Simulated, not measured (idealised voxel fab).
Proc. module: voxel trench capacitor
The cross-section on display is named cut; it measures 180 nm wide, and its cells are 5 nm squares.
Cross-section layout: square cells on a grid; listed as bands, top to bottom; a band spans one or more cell rows.
Band: top and bottom heights (nm) first, top before bottom; then materials from left to right, widths in nm. "all across" marks a sole material filling the band edge to edge. "blank" denotes empty space.
Heights are measured from 0, the level below which the as-received wafer is all one material; the lowest band has no bottom and continues downward, written as in "top 0, no bottom".
Top row gets the first number, bottom row gets the second, and each row in between changes by the same step: that is how a band width like "30 to 40" works.
No cell of the cross-section changed in a step that is given as "nothing changed".
"Closed cavities" enumerates empty spaces isolated from the top, with no open way to it, that contain at least 8 cells, giving each as width x height at distance from the left edge, all three in nm.
Heads up: the bit after the settings on a step's line is the simulator's remark on that step.
overlay nm: mask right of planned place by this much (step with mask). Neg. = left.
Set out below are the planned steps of the process:
1: RECEIVE | material Si
2: CONFORMAL_DEP | material SiN | thk nm 10
3: DIRECTIONAL_DEP | material aC | thk nm 10
4: PATTERN | tone open | mask id TRENCH | material resist | width nm 25 | pitch nm 55 | thk nm 25 | overlay nm 0
5: DIRECTIONAL_ETCH | etch materials aC | depth nm 10
6: STRIP | etch materials resist
7: DIRECTIONAL_ETCH | etch materials SiN | depth nm 10
8: DIRECTIONAL_ETCH | etch materials Si | depth nm 40
9: STRIP | etch materials aC
10: CONFORMAL_DEP | material SiO2 | thk nm 5
11: FILL_DEP | material polySi | thk nm 10
12: CMP | height nm 10
So this is the incoming wafer in cross-section - it's already been through step 1:
- top 0, no bottom: Si all across
- Closed cavities: none
Result of the module, cross-sectioned: start per above, plan per above, one error in how it was run:
- top 10, bottom 0: SiN=55, SiO2=5, polySi=5, SiO2=5, SiN=40, SiO2=5, polySi=5, SiO2=5, SiN=55
- top 0, bottom -35: Si=55, SiO2=5, polySi=5, SiO2=5, Si=40, SiO2=5, polySi=5, SiO2=5, Si=55
- top -35, bottom -40: Si=55, SiO2=15, Si=40, SiO2=15, Si=55
- top -40, no bottom: Si all across
- Closed cavities: none
what went wrong: heads up, step 4 didn't go per plan, it actually ran as PATTERN | tone open | mask id TRENCH | material resist | width nm 15 | pitch nm 55 | thk nm 25 | overlay nm 0
